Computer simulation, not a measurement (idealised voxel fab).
process module | voxel transistor to metal
cross-section cut | 165 nm wide | cells 5 nm
A cross-section is a grid of square cells, given in bands from the top down. A band is one or more rows of cells.
Each band's line starts with the height of the band's top and of its bottom, in nm. Then come its materials from left to right, each with its width in nm. One material with "throughout" fills the band from edge to edge. "air" is empty space.
Height 0 is the level under which the wafer as received is all one material. The lowest band goes on downwards, as in "0 down".
A width such as "30 to 40" changes by the same amount from each row of cells to the next, from the band's top row to its bottom row.
"no change" after a step means that no cell of the cross-section changed.
closed voids: empty space of 8 cells or more with no open way to the top, each as width x height at its distance from the left edge, in nm
after a step's settings: what the simulator itself notes on the step
overlay nm, on a step with a mask: how far to the right of its planned place the mask lay; to the left if negative
plan
1 op RECEIVE | material Si
2 op OXIDIZE | depth nm 5
3 op CONFORMAL_DEP | material SiN | thk nm 15
4 op DIRECTIONAL_DEP | material aC | thk nm 10
5 op PATTERN | tone cover | mask id ACTIVE | material resist | width nm 110 | thk nm 25 | overlay nm 0
6 op DIRECTIONAL_ETCH | etch materials aC | depth nm 10
7 op STRIP | etch materials resist
8 op DIRECTIONAL_ETCH | etch materials SiN | depth nm 15
9 op DIRECTIONAL_ETCH | etch materials SiO2 | depth nm 5
10 op DIRECTIONAL_ETCH | etch materials Si | depth nm 25
11 op STRIP | etch materials aC
12 op FILL_DEP | material SiO2 | thk nm 5
13 op CMP | height nm 15
14 op SELECTIVE_ETCH | etch materials SiO2 | depth nm 10
15 op STRIP | etch materials SiN
16 op SELECTIVE_ETCH | etch materials SiO2 | depth nm 5
17 op OXIDIZE | depth nm 5
18 op DIRECTIONAL_DEP | material polySi | thk nm 30
19 op DIRECTIONAL_DEP | material SiCN | thk nm 15
20 op MASKED_ETCH | tone cover | mask id GATE | width nm 20 | etch materials SiCN | depth nm 25 | overlay nm 0
21 op MASKED_ETCH | tone cover | mask id GATE | width nm 20 | etch materials polySi | depth nm 40 | overlay nm 0
22 op CONFORMAL_DEP | material SiO2 | thk nm 5
23 op DIRECTIONAL_ETCH | etch materials SiO2 | depth nm 5
24 op CONFORMAL_DEP | material SiN | thk nm 10
25 op DIRECTIONAL_ETCH | etch materials SiN | depth nm 10
26 op DIRECTIONAL_ETCH | etch materials SiO2 | depth nm 5
27 op EPI | material pSi | thk nm 5
28 op FILL_DEP | material SiO2 | thk nm 5
29 op CMP | height nm 40
30 op DIRECTIONAL_DEP | material SiO2 | thk nm 15
31 op PATTERN | tone open | mask id CONTACT | material resist | width nm 20 | pitch nm 80 | thk nm 20 | overlay nm 0
32 op DIRECTIONAL_ETCH | etch materials SiO2 | depth nm 60
33 op STRIP | etch materials resist
34 op CONFORMAL_DEP | material TiN | thk nm 5
35 op FILL_DEP | material Ru | thk nm 5
36 op CMP | height nm 55
37 op DIRECTIONAL_DEP | material TiN | thk nm 5
38 op DIRECTIONAL_DEP | material W | thk nm 15
39 op PATTERN | tone cover | mask id METAL_1 | material resist | width nm 20 | pitch nm 80 | thk nm 20 | overlay nm 0
40 op DIRECTIONAL_ETCH | etch materials W | depth nm 15
41 op DIRECTIONAL_ETCH | etch materials TiN | depth nm 5
42 op STRIP | etch materials resist
43 op FILL_DEP | material SiO2 | thk nm 10
44 op CMP | height nm 75
45 op CONFORMAL_DEP | material SiCN | thk nm 5
46 op DIRECTIONAL_DEP | material lowk | thk nm 30
47 op PATTERN | tone open | mask id METAL_2_HOLES | material resist | width nm 15 | pitch nm 80 | thk nm 15 | overlay nm 0
48 op DIRECTIONAL_ETCH | etch materials lowk | depth nm 30
49 op STRIP | etch materials resist
50 op DIRECTIONAL_DEP | material aC | thk nm 10
51 op PATTERN | tone open | mask id METAL_2 | material resist | width nm 20 | pitch nm 80 | thk nm 30 | overlay nm 0
52 op DIRECTIONAL_ETCH | etch materials aC | depth nm 10
53 op STRIP | etch materials resist
54 op DIRECTIONAL_ETCH | etch materials lowk | depth nm 15
55 op DIRECTIONAL_ETCH | etch materials SiCN | depth nm 5
56 op STRIP | etch materials aC
57 op CONFORMAL_DEP | material TiN | thk nm 5
58 op FILL_DEP | material Cu | thk nm 10
59 op CMP | height nm 110
60 op CONFORMAL_DEP | material SiN | thk nm 5
first wafer, as planned
as received, after step 1
  0 down: Si throughout
  closed voids: none
after step 2
  0 to -5: SiO2 throughout
  below -5: unchanged
after step 3
  15 to 0: SiN throughout
  below 0: unchanged
after step 4
  25 to 15: aC throughout
  below 15: unchanged
after step 5
  50 to 25: air 25 | resist 110 | air 30
  below 25: unchanged
after step 6
  40 to 25: air 25 | resist 110 | air 30
  25 to 15: air 25 | aC 110 | air 30
  below 15: unchanged
after step 7
  25 to 15: air 25 | aC 110 | air 30
  below 15: unchanged
after step 8
  25 to 15: air 25 | aC 110 | air 30
  15 to 0: air 25 | SiN 110 | air 30
  below 0: unchanged
after step 9
  25 to 15: air 25 | aC 110 | air 30
  15 to 0: air 25 | SiN 110 | air 30
  0 to -5: air 25 | SiO2 110 | air 30
  below -5: unchanged
after step 10
  25 to 15: air 25 | aC 110 | air 30
  15 to 0: air 25 | SiN 110 | air 30
  0 to -5: air 25 | SiO2 110 | air 30
  -5 to -30: air 25 | Si 110 | air 30
  below -30: unchanged
after step 11
  15 to 0: air 25 | SiN 110 | air 30
  below 0: unchanged
after step 12
  20 to 15: SiO2 throughout
  15 to 0: SiO2 25 | SiN 110 | SiO2 30
  0 to -5: SiO2 throughout
  -5 to -30: SiO2 25 | Si 110 | SiO2 30
  below -30: unchanged
after step 13
  15 to 0: SiO2 25 | SiN 110 | SiO2 30
  below 0: unchanged
after step 14
  15 to 5: air 25 | SiN 110 | air 30
  below 5: unchanged
after step 15
  5 to 0: SiO2 25 | air 110 | SiO2 30
  below 0: unchanged
after step 16
  0 to -5: SiO2 20 | air 120 | SiO2 25
  below -5: unchanged
after step 17
  0 to -5: SiO2 20 | air 120 | SiO2 25
  -5 to -10: SiO2 throughout
  below -10: unchanged
after step 18
  30 to 25: polySi 20 | air 120 | polySi 25
  25 to 0: polySi throughout
  0 to -5: SiO2 20 | polySi 120 | SiO2 25
  below -5: unchanged
after step 19
  45 to 40: SiCN 20 | air 120 | SiCN 25
  40 to 30: SiCN throughout
  30 to 25: polySi 20 | SiCN 120 | polySi 25
  below 25: unchanged
after step 20
  40 to 30: air 70 | SiCN 20 | air 75
  30 to 25: polySi 20 | air 50 | SiCN 20 | air 50 | polySi 25
  below 25: unchanged
after step 21
  40 to 25: air 70 | SiCN 20 | air 75
  25 to 0: air 70 | polySi 20 | air 75
  0 to -5: SiO2 20 | air 50 | polySi 20 | air 50 | SiO2 25
  below -5: unchanged
after step 22
  45 to 40: air 65 | SiO2 30 | air 70
  40 to 25: air 65 | SiO2 5 | SiCN 20 | SiO2 5 | air 70
  25 to 5: air 65 | SiO2 5 | polySi 20 | SiO2 5 | air 70
  5 to 0: SiO2 25 | air 40 | SiO2 5 | polySi 20 | SiO2 5 | air 40 | SiO2 30
  0 to -5: SiO2 70 | polySi 20 | SiO2 75
  below -5: unchanged
after step 23
  40 to 25: air 65 | SiO2 5 | SiCN 20 | SiO2 5 | air 70
  25 to 0: air 65 | SiO2 5 | polySi 20 | SiO2 5 | air 70
  0 to -5: SiO2 25 | air 40 | SiO2 5 | polySi 20 | SiO2 5 | air 40 | SiO2 30
  below -5: unchanged
after step 24
  50 to 40: air 55 | SiN 50 | air 60
  40 to 25: air 55 | SiN 10 | SiO2 5 | SiCN 20 | SiO2 5 | SiN 10 | air 60
  25 to 10: air 55 | SiN 10 | SiO2 5 | polySi 20 | SiO2 5 | SiN 10 | air 60
  10 to 5: SiN 35 | air 20 | SiN 10 | SiO2 5 | polySi 20 | SiO2 5 | SiN 10 | air 20 | SiN 40
  5 to 0: SiN 65 | SiO2 5 | polySi 20 | SiO2 5 | SiN 70
  0 to -5: SiO2 25 | SiN 40 | SiO2 5 | polySi 20 | SiO2 5 | SiN 40 | SiO2 30
  below -5: unchanged
after step 25
  40 to 25: air 55 | SiN 10 | SiO2 5 | SiCN 20 | SiO2 5 | SiN 10 | air 60
  25 to 0: air 55 | SiN 10 | SiO2 5 | polySi 20 | SiO2 5 | SiN 10 | air 60
  0 to -5: SiO2 25 | SiN 10 | air 20 | SiN 10 | SiO2 5 | polySi 20 | SiO2 5 | SiN 10 | air 20 | SiN 10 | SiO2 30
  below -5: unchanged
after step 26
  40 to 35: air 55 | SiN 10 | air 5 | SiCN 20 | air 5 | SiN 10 | air 60
  35 to 25: air 55 | SiN 10 | SiO2 5 | SiCN 20 | SiO2 5 | SiN 10 | air 60
  25 to 0: air 55 | SiN 10 | SiO2 5 | polySi 20 | SiO2 5 | SiN 10 | air 60
  0 to -5: air 25 | SiN 10 | air 20 | SiN 10 | SiO2 5 | polySi 20 | SiO2 5 | SiN 10 | air 20 | SiN 10 | air 30
  -5 to -10: SiO2 35 | air 20 | SiO2 50 | air 20 | SiO2 40
  below -10: unchanged
after step 27
  40 to 35: air 55 | SiN 10 | air 5 | SiCN 20 | air 5 | SiN 10 | air 60
  35 to 25: air 55 | SiN 10 | SiO2 5 | SiCN 20 | SiO2 5 | SiN 10 | air 60
  25 to 0: air 55 | SiN 10 | SiO2 5 | polySi 20 | SiO2 5 | SiN 10 | air 60
  0 to -5: air 25 | SiN 10 | air 20 | SiN 10 | SiO2 5 | polySi 20 | SiO2 5 | SiN 10 | air 20 | SiN 10 | air 30
  -5 to -10: SiO2 35 | pSi 20 | SiO2 50 | pSi 20 | SiO2 40
  below -10: unchanged
after step 28
  45 to 40: SiO2 throughout
  40 to 25: SiO2 55 | SiN 10 | SiO2 5 | SiCN 20 | SiO2 5 | SiN 10 | SiO2 60
  25 to 0: SiO2 55 | SiN 10 | SiO2 5 | polySi 20 | SiO2 5 | SiN 10 | SiO2 60
  0 to -5: SiO2 25 | SiN 10 | SiO2 20 | SiN 10 | SiO2 5 | polySi 20 | SiO2 5 | SiN 10 | SiO2 20 | SiN 10 | SiO2 30
  below -5: unchanged
after step 29
  40 to 25: SiO2 55 | SiN 10 | SiO2 5 | SiCN 20 | SiO2 5 | SiN 10 | SiO2 60
  below 25: unchanged
after step 30
  55 to 40: SiO2 throughout
  below 40: unchanged
after step 31
  75 to 55: resist 30 | air 20 | resist 60 | air 20 | resist 35
  below 55: unchanged
after step 32
  75 to 55: resist 30 | air 20 | resist 60 | air 20 | resist 35
  55 to 40: SiO2 30 | air 20 | SiO2 60 | air 20 | SiO2 35
  40 to 25: SiO2 30 | air 20 | SiO2 5 | SiN 10 | SiO2 5 | SiCN 20 | SiO2 5 | SiN 10 | SiO2 5 | air 20 | SiO2 35
  25 to 0: SiO2 30 | air 20 | SiO2 5 | SiN 10 | SiO2 5 | polySi 20 | SiO2 5 | SiN 10 | SiO2 5 | air 20 | SiO2 35
  0 to -5: SiO2 25 | SiN 10 | air 15 | SiO2 5 | SiN 10 | SiO2 5 | polySi 20 | SiO2 5 | SiN 10 | SiO2 5 | air 15 | SiN 10 | SiO2 30
  below -5: unchanged
after step 33
  55 to 40: SiO2 30 | air 20 | SiO2 60 | air 20 | SiO2 35
  below 40: unchanged
after step 34
  60 to 55: TiN 35 | air 10 | TiN 70 | air 10 | TiN 40
  55 to 40: SiO2 30 | TiN 5 | air 10 | TiN 5 | SiO2 60 | TiN 5 | air 10 | TiN 5 | SiO2 35
  40 to 25: SiO2 30 | TiN 5 | air 10 | TiN 5 | SiO2 5 | SiN 10 | SiO2 5 | SiCN 20 | SiO2 5 | SiN 10 | SiO2 5 | TiN 5 | air 10 | TiN 5 | SiO2 35
  25 to 5: SiO2 30 | TiN 5 | air 10 | TiN 5 | SiO2 5 | SiN 10 | SiO2 5 | polySi 20 | SiO2 5 | SiN 10 | SiO2 5 | TiN 5 | air 10 | TiN 5 | SiO2 35
  5 to 0: SiO2 30 | TiN 10 | air 5 | TiN 5 | SiO2 5 | SiN 10 | SiO2 5 | polySi 20 | SiO2 5 | SiN 10 | SiO2 5 | TiN 5 | air 5 | TiN 10 | SiO2 35
  0 to -5: SiO2 25 | SiN 10 | TiN 15 | SiO2 5 | SiN 10 | SiO2 5 | polySi 20 | SiO2 5 | SiN 10 | SiO2 5 | TiN 15 | SiN 10 | SiO2 30
  below -5: unchanged
after step 35
  65 to 60: Ru throughout
  60 to 55: TiN 35 | Ru 10 | TiN 70 | Ru 10 | TiN 40
  55 to 40: SiO2 30 | TiN 5 | Ru 10 | TiN 5 | SiO2 60 | TiN 5 | Ru 10 | TiN 5 | SiO2 35
  40 to 25: SiO2 30 | TiN 5 | Ru 10 | TiN 5 | SiO2 5 | SiN 10 | SiO2 5 | SiCN 20 | SiO2 5 | SiN 10 | SiO2 5 | TiN 5 | Ru 10 | TiN 5 | SiO2 35
  25 to 5: SiO2 30 | TiN 5 | Ru 10 | TiN 5 | SiO2 5 | SiN 10 | SiO2 5 | polySi 20 | SiO2 5 | SiN 10 | SiO2 5 | TiN 5 | Ru 10 | TiN 5 | SiO2 35
  5 to 0: SiO2 30 | TiN 10 | Ru 5 | TiN 5 | SiO2 5 | SiN 10 | SiO2 5 | polySi 20 | SiO2 5 | SiN 10 | SiO2 5 | TiN 5 | Ru 5 | TiN 10 | SiO2 35
  below 0: unchanged
after step 36
  55 to 40: SiO2 30 | TiN 5 | Ru 10 | TiN 5 | SiO2 60 | TiN 5 | Ru 10 | TiN 5 | SiO2 35
  below 40: unchanged
after step 37
  60 to 55: TiN throughout
  below 55: unchanged
after step 38
  75 to 60: W throughout
  below 60: unchanged
after step 39
  95 to 75: air 30 | resist 20 | air 60 | resist 20 | air 35
  below 75: unchanged
after step 40
  95 to 75: air 30 | resist 20 | air 60 | resist 20 | air 35
  75 to 60: air 30 | W 20 | air 60 | W 20 | air 35
  below 60: unchanged
after step 41
  95 to 75: air 30 | resist 20 | air 60 | resist 20 | air 35
  75 to 60: air 30 | W 20 | air 60 | W 20 | air 35
  60 to 55: air 30 | TiN 20 | air 60 | TiN 20 | air 35
  below 55: unchanged
after step 42
  75 to 60: air 30 | W 20 | air 60 | W 20 | air 35
  below 60: unchanged
after step 43
  85 to 75: SiO2 throughout
  75 to 60: SiO2 30 | W 20 | SiO2 60 | W 20 | SiO2 35
  60 to 55: SiO2 30 | TiN 20 | SiO2 60 | TiN 20 | SiO2 35
  below 55: unchanged
after step 44
  75 to 60: SiO2 30 | W 20 | SiO2 60 | W 20 | SiO2 35
  below 60: unchanged
after step 45
  80 to 75: SiCN throughout
  below 75: unchanged
after step 46
  110 to 80: lowk throughout
  below 80: unchanged
after step 47
  125 to 110: resist 30 | air 15 | resist 65 | air 15 | resist 40
  below 110: unchanged
after step 48
  125 to 110: resist 30 | air 15 | resist 65 | air 15 | resist 40
  110 to 80: lowk 30 | air 15 | lowk 65 | air 15 | lowk 40
  below 80: unchanged
after step 49
  110 to 80: lowk 30 | air 15 | lowk 65 | air 15 | lowk 40
  below 80: unchanged
after step 50
  120 to 110: aC 30 | air 15 | aC 65 | air 15 | aC 40
  110 to 90: lowk 30 | air 15 | lowk 65 | air 15 | lowk 40
  90 to 80: lowk 30 | aC 15 | lowk 65 | aC 15 | lowk 40
  below 80: unchanged
after step 51
  150 to 120: resist 30 | air 20 | resist 60 | air 20 | resist 35
  below 120: unchanged
after step 52
  140 to 120: resist 30 | air 20 | resist 60 | air 20 | resist 35
  120 to 110: aC 30 | air 20 | aC 60 | air 20 | aC 35
  110 to 80: lowk 30 | air 15 | lowk 65 | air 15 | lowk 40
  below 80: unchanged
after step 53
  120 to 110: aC 30 | air 20 | aC 60 | air 20 | aC 35
  below 110: unchanged
after step 54
  120 to 110: aC 30 | air 20 | aC 60 | air 20 | aC 35
  110 to 95: lowk 30 | air 20 | lowk 60 | air 20 | lowk 35
  below 95: unchanged
after step 55
  120 to 110: aC 30 | air 20 | aC 60 | air 20 | aC 35
  110 to 95: lowk 30 | air 20 | lowk 60 | air 20 | lowk 35
  95 to 80: lowk 30 | air 15 | lowk 65 | air 15 | lowk 40
  80 to 75: SiCN 30 | air 15 | SiCN 65 | air 15 | SiCN 40
  below 75: unchanged
after step 56
  110 to 95: lowk 30 | air 20 | lowk 60 | air 20 | lowk 35
  below 95: unchanged
after step 57
  115 to 110: TiN 35 | air 10 | TiN 70 | air 10 | TiN 40
  110 to 100: lowk 30 | TiN 5 | air 10 | TiN 5 | lowk 60 | TiN 5 | air 10 | TiN 5 | lowk 35
  100 to 95: lowk 30 | TiN 5 | air 5 | TiN 10 | lowk 60 | TiN 5 | air 5 | TiN 10 | lowk 35
  95 to 80: lowk 30 | TiN 5 | air 5 | TiN 5 | lowk 65 | TiN 5 | air 5 | TiN 5 | lowk 40
  80 to 75: SiCN 30 | TiN 15 | SiCN 65 | TiN 15 | SiCN 40
  below 75: unchanged
after step 58
  125 to 115: Cu throughout
  115 to 110: TiN 35 | Cu 10 | TiN 70 | Cu 10 | TiN 40
  110 to 100: lowk 30 | TiN 5 | Cu 10 | TiN 5 | lowk 60 | TiN 5 | Cu 10 | TiN 5 | lowk 35
  100 to 95: lowk 30 | TiN 5 | Cu 5 | TiN 10 | lowk 60 | TiN 5 | Cu 5 | TiN 10 | lowk 35
  95 to 80: lowk 30 | TiN 5 | Cu 5 | TiN 5 | lowk 65 | TiN 5 | Cu 5 | TiN 5 | lowk 40
  below 80: unchanged
after step 59
  110 to 100: lowk 30 | TiN 5 | Cu 10 | TiN 5 | lowk 60 | TiN 5 | Cu 10 | TiN 5 | lowk 35
  below 100: unchanged
after step 60
  115 to 110: SiN throughout
  below 110: unchanged
second wafer: like start, like plan, one mistake. Through step 19 it matches the first wafer
when step 20 should have ended
  40 to 30: air 65 | SiCN 20 | air 80
  30 to 25: polySi 20 | air 45 | SiCN 20 | air 55 | polySi 25
  below 25: unchanged
when step 21 should have ended
  40 to 25: air 65 | SiCN 20 | air 80
  25 to 0: air 65 | polySi 25 | air 75
  0 to -5: SiO2 20 | air 45 | polySi 25 | air 50 | SiO2 25
  below -5: unchanged
when step 22 should have ended
  45 to 40: air 60 | SiO2 30 | air 75
  40 to 30: air 60 | SiO2 5 | SiCN 20 | SiO2 5 | air 75
  30 to 25: air 60 | SiO2 5 | SiCN 20 | SiO2 10 | air 70
  25 to 5: air 60 | SiO2 5 | polySi 25 | SiO2 5 | air 70
  5 to 0: SiO2 25 | air 35 | SiO2 5 | polySi 25 | SiO2 5 | air 40 | SiO2 30
  0 to -5: SiO2 65 | polySi 25 | SiO2 75
  below -5: unchanged
when step 23 should have ended
  40 to 25: air 60 | SiO2 5 | SiCN 20 | SiO2 5 | air 75
  25 to 0: air 60 | SiO2 5 | polySi 25 | SiO2 5 | air 70
  0 to -5: SiO2 25 | air 35 | SiO2 5 | polySi 25 | SiO2 5 | air 40 | SiO2 30
  below -5: unchanged
when step 24 should have ended
  50 to 40: air 50 | SiN 50 | air 65
  40 to 35: air 50 | SiN 10 | SiO2 5 | SiCN 20 | SiO2 5 | SiN 10 | air 65
  35 to 25: air 50 | SiN 10 | SiO2 5 | SiCN 20 | SiO2 5 | SiN 15 | air 60
  25 to 10: air 50 | SiN 10 | SiO2 5 | polySi 25 | SiO2 5 | SiN 10 | air 60
  10 to 5: SiN 35 | air 15 | SiN 10 | SiO2 5 | polySi 25 | SiO2 5 | SiN 10 | air 20 | SiN 40
  5 to 0: SiN 60 | SiO2 5 | polySi 25 | SiO2 5 | SiN 70
  0 to -5: SiO2 25 | SiN 35 | SiO2 5 | polySi 25 | SiO2 5 | SiN 40 | SiO2 30
  below -5: unchanged
when step 25 should have ended
  40 to 25: air 50 | SiN 10 | SiO2 5 | SiCN 20 | SiO2 5 | SiN 10 | air 65
  25 to 0: air 50 | SiN 10 | SiO2 5 | polySi 25 | SiO2 5 | SiN 10 | air 60
  0 to -5: SiO2 25 | SiN 10 | air 15 | SiN 10 | SiO2 5 | polySi 25 | SiO2 5 | SiN 10 | air 20 | SiN 10 | SiO2 30
  below -5: unchanged
when step 26 should have ended
  40 to 35: air 50 | SiN 10 | air 5 | SiCN 20 | air 5 | SiN 10 | air 65
  35 to 25: air 50 | SiN 10 | SiO2 5 | SiCN 20 | SiO2 5 | SiN 10 | air 65
  25 to 0: air 50 | SiN 10 | SiO2 5 | polySi 25 | SiO2 5 | SiN 10 | air 60
  0 to -5: air 25 | SiN 10 | air 15 | SiN 10 | SiO2 5 | polySi 25 | SiO2 5 | SiN 10 | air 20 | SiN 10 | air 30
  -5 to -10: SiO2 35 | air 15 | SiO2 55 | air 20 | SiO2 40
  below -10: unchanged
when step 27 should have ended
  40 to 35: air 50 | SiN 10 | air 5 | SiCN 20 | air 5 | SiN 10 | air 65
  35 to 25: air 50 | SiN 10 | SiO2 5 | SiCN 20 | SiO2 5 | SiN 10 | air 65
  25 to 0: air 50 | SiN 10 | SiO2 5 | polySi 25 | SiO2 5 | SiN 10 | air 60
  0 to -5: air 25 | SiN 10 | air 15 | SiN 10 | SiO2 5 | polySi 25 | SiO2 5 | SiN 10 | air 20 | SiN 10 | air 30
  -5 to -10: SiO2 35 | pSi 15 | SiO2 55 | pSi 20 | SiO2 40
  below -10: unchanged
when step 28 should have ended
  45 to 40: SiO2 throughout
  40 to 25: SiO2 50 | SiN 10 | SiO2 5 | SiCN 20 | SiO2 5 | SiN 10 | SiO2 65
  25 to 0: SiO2 50 | SiN 10 | SiO2 5 | polySi 25 | SiO2 5 | SiN 10 | SiO2 60
  0 to -5: SiO2 25 | SiN 10 | SiO2 15 | SiN 10 | SiO2 5 | polySi 25 | SiO2 5 | SiN 10 | SiO2 20 | SiN 10 | SiO2 30
  below -5: unchanged
when step 29 should have ended
  40 to 25: SiO2 50 | SiN 10 | SiO2 5 | SiCN 20 | SiO2 5 | SiN 10 | SiO2 65
  below 25: unchanged
when step 30 should have ended
  55 to 40: SiO2 throughout
  below 40: unchanged
when step 31 should have ended
  75 to 55: resist 30 | air 20 | resist 60 | air 20 | resist 35
  below 55: unchanged
when step 32 should have ended
  75 to 55: resist 30 | air 20 | resist 60 | air 20 | resist 35
  55 to 40: SiO2 30 | air 20 | SiO2 60 | air 20 | SiO2 35
  40 to 25: SiO2 30 | air 20 | SiN 10 | SiO2 5 | SiCN 20 | SiO2 5 | SiN 10 | SiO2 10 | air 20 | SiO2 35
  25 to 0: SiO2 30 | air 20 | SiN 10 | SiO2 5 | polySi 25 | SiO2 5 | SiN 10 | SiO2 5 | air 20 | SiO2 35
  0 to -5: SiO2 25 | SiN 10 | air 15 | SiN 10 | SiO2 5 | polySi 25 | SiO2 5 | SiN 10 | SiO2 5 | air 15 | SiN 10 | SiO2 30
  below -5: unchanged
when step 33 should have ended
  55 to 40: SiO2 30 | air 20 | SiO2 60 | air 20 | SiO2 35
  below 40: unchanged
when step 34 should have ended
  60 to 55: TiN 35 | air 10 | TiN 70 | air 10 | TiN 40
  55 to 40: SiO2 30 | TiN 5 | air 10 | TiN 5 | SiO2 60 | TiN 5 | air 10 | TiN 5 | SiO2 35
  40 to 25: SiO2 30 | TiN 5 | air 10 | TiN 5 | SiN 10 | SiO2 5 | SiCN 20 | SiO2 5 | SiN 10 | SiO2 10 | TiN 5 | air 10 | TiN 5 | SiO2 35
  25 to 5: SiO2 30 | TiN 5 | air 10 | TiN 5 | SiN 10 | SiO2 5 | polySi 25 | SiO2 5 | SiN 10 | SiO2 5 | TiN 5 | air 10 | TiN 5 | SiO2 35
  5 to 0: SiO2 30 | TiN 10 | air 5 | TiN 5 | SiN 10 | SiO2 5 | polySi 25 | SiO2 5 | SiN 10 | SiO2 5 | TiN 5 | air 5 | TiN 10 | SiO2 35
  0 to -5: SiO2 25 | SiN 10 | TiN 15 | SiN 10 | SiO2 5 | polySi 25 | SiO2 5 | SiN 10 | SiO2 5 | TiN 15 | SiN 10 | SiO2 30
  below -5: unchanged
when step 35 should have ended
  65 to 60: Ru throughout
  60 to 55: TiN 35 | Ru 10 | TiN 70 | Ru 10 | TiN 40
  55 to 40: SiO2 30 | TiN 5 | Ru 10 | TiN 5 | SiO2 60 | TiN 5 | Ru 10 | TiN 5 | SiO2 35
  40 to 25: SiO2 30 | TiN 5 | Ru 10 | TiN 5 | SiN 10 | SiO2 5 | SiCN 20 | SiO2 5 | SiN 10 | SiO2 10 | TiN 5 | Ru 10 | TiN 5 | SiO2 35
  25 to 5: SiO2 30 | TiN 5 | Ru 10 | TiN 5 | SiN 10 | SiO2 5 | polySi 25 | SiO2 5 | SiN 10 | SiO2 5 | TiN 5 | Ru 10 | TiN 5 | SiO2 35
  5 to 0: SiO2 30 | TiN 10 | Ru 5 | TiN 5 | SiN 10 | SiO2 5 | polySi 25 | SiO2 5 | SiN 10 | SiO2 5 | TiN 5 | Ru 5 | TiN 10 | SiO2 35
  below 0: unchanged
when step 36 should have ended
  55 to 40: SiO2 30 | TiN 5 | Ru 10 | TiN 5 | SiO2 60 | TiN 5 | Ru 10 | TiN 5 | SiO2 35
  below 40: unchanged
when step 37 should have ended
  60 to 55: TiN throughout
  below 55: unchanged
when step 38 should have ended
  75 to 60: W throughout
  below 60: unchanged
when step 39 should have ended
  95 to 75: air 30 | resist 20 | air 60 | resist 20 | air 35
  below 75: unchanged
when step 40 should have ended
  95 to 75: air 30 | resist 20 | air 60 | resist 20 | air 35
  75 to 60: air 30 | W 20 | air 60 | W 20 | air 35
  below 60: unchanged
when step 41 should have ended
  95 to 75: air 30 | resist 20 | air 60 | resist 20 | air 35
  75 to 60: air 30 | W 20 | air 60 | W 20 | air 35
  60 to 55: air 30 | TiN 20 | air 60 | TiN 20 | air 35
  below 55: unchanged
when step 42 should have ended
  75 to 60: air 30 | W 20 | air 60 | W 20 | air 35
  below 60: unchanged
when step 43 should have ended
  85 to 75: SiO2 throughout
  75 to 60: SiO2 30 | W 20 | SiO2 60 | W 20 | SiO2 35
  60 to 55: SiO2 30 | TiN 20 | SiO2 60 | TiN 20 | SiO2 35
  below 55: unchanged
when step 44 should have ended
  75 to 60: SiO2 30 | W 20 | SiO2 60 | W 20 | SiO2 35
  below 60: unchanged
when step 45 should have ended
  80 to 75: SiCN throughout
  below 75: unchanged
when step 46 should have ended
  110 to 80: lowk throughout
  below 80: unchanged
when step 47 should have ended
  125 to 110: resist 30 | air 15 | resist 65 | air 15 | resist 40
  below 110: unchanged
when step 48 should have ended
  125 to 110: resist 30 | air 15 | resist 65 | air 15 | resist 40
  110 to 80: lowk 30 | air 15 | lowk 65 | air 15 | lowk 40
  below 80: unchanged
when step 49 should have ended
  110 to 80: lowk 30 | air 15 | lowk 65 | air 15 | lowk 40
  below 80: unchanged
when step 50 should have ended
  120 to 110: aC 30 | air 15 | aC 65 | air 15 | aC 40
  110 to 90: lowk 30 | air 15 | lowk 65 | air 15 | lowk 40
  90 to 80: lowk 30 | aC 15 | lowk 65 | aC 15 | lowk 40
  below 80: unchanged
when step 51 should have ended
  150 to 120: resist 30 | air 20 | resist 60 | air 20 | resist 35
  below 120: unchanged
when step 52 should have ended
  140 to 120: resist 30 | air 20 | resist 60 | air 20 | resist 35
  120 to 110: aC 30 | air 20 | aC 60 | air 20 | aC 35
  110 to 80: lowk 30 | air 15 | lowk 65 | air 15 | lowk 40
  below 80: unchanged
when step 53 should have ended
  120 to 110: aC 30 | air 20 | aC 60 | air 20 | aC 35
  below 110: unchanged
when step 54 should have ended
  120 to 110: aC 30 | air 20 | aC 60 | air 20 | aC 35
  110 to 95: lowk 30 | air 20 | lowk 60 | air 20 | lowk 35
  below 95: unchanged
when step 55 should have ended
  120 to 110: aC 30 | air 20 | aC 60 | air 20 | aC 35
  110 to 95: lowk 30 | air 20 | lowk 60 | air 20 | lowk 35
  95 to 80: lowk 30 | air 15 | lowk 65 | air 15 | lowk 40
  80 to 75: SiCN 30 | air 15 | SiCN 65 | air 15 | SiCN 40
  below 75: unchanged
when step 56 should have ended
  110 to 95: lowk 30 | air 20 | lowk 60 | air 20 | lowk 35
  below 95: unchanged
when step 57 should have ended
  115 to 110: TiN 35 | air 10 | TiN 70 | air 10 | TiN 40
  110 to 100: lowk 30 | TiN 5 | air 10 | TiN 5 | lowk 60 | TiN 5 | air 10 | TiN 5 | lowk 35
  100 to 95: lowk 30 | TiN 5 | air 5 | TiN 10 | lowk 60 | TiN 5 | air 5 | TiN 10 | lowk 35
  95 to 80: lowk 30 | TiN 5 | air 5 | TiN 5 | lowk 65 | TiN 5 | air 5 | TiN 5 | lowk 40
  80 to 75: SiCN 30 | TiN 15 | SiCN 65 | TiN 15 | SiCN 40
  below 75: unchanged
when step 58 should have ended
  125 to 115: Cu throughout
  115 to 110: TiN 35 | Cu 10 | TiN 70 | Cu 10 | TiN 40
  110 to 100: lowk 30 | TiN 5 | Cu 10 | TiN 5 | lowk 60 | TiN 5 | Cu 10 | TiN 5 | lowk 35
  100 to 95: lowk 30 | TiN 5 | Cu 5 | TiN 10 | lowk 60 | TiN 5 | Cu 5 | TiN 10 | lowk 35
  95 to 80: lowk 30 | TiN 5 | Cu 5 | TiN 5 | lowk 65 | TiN 5 | Cu 5 | TiN 5 | lowk 40
  below 80: unchanged
when step 59 should have ended
  110 to 100: lowk 30 | TiN 5 | Cu 10 | TiN 5 | lowk 60 | TiN 5 | Cu 10 | TiN 5 | lowk 35
  below 100: unchanged
when step 60 should have ended
  115 to 110: SiN throughout
  below 110: unchanged
what went wrong: step 20 ran as: op MASKED_ETCH | tone cover | mask id GATE | width nm 20 | etch materials SiCN | depth nm 25 | overlay nm -5
at the end the second wafer has, in cells: 5 fewer of SiO2 | 1 fewer of pSi | 6 more of polySi
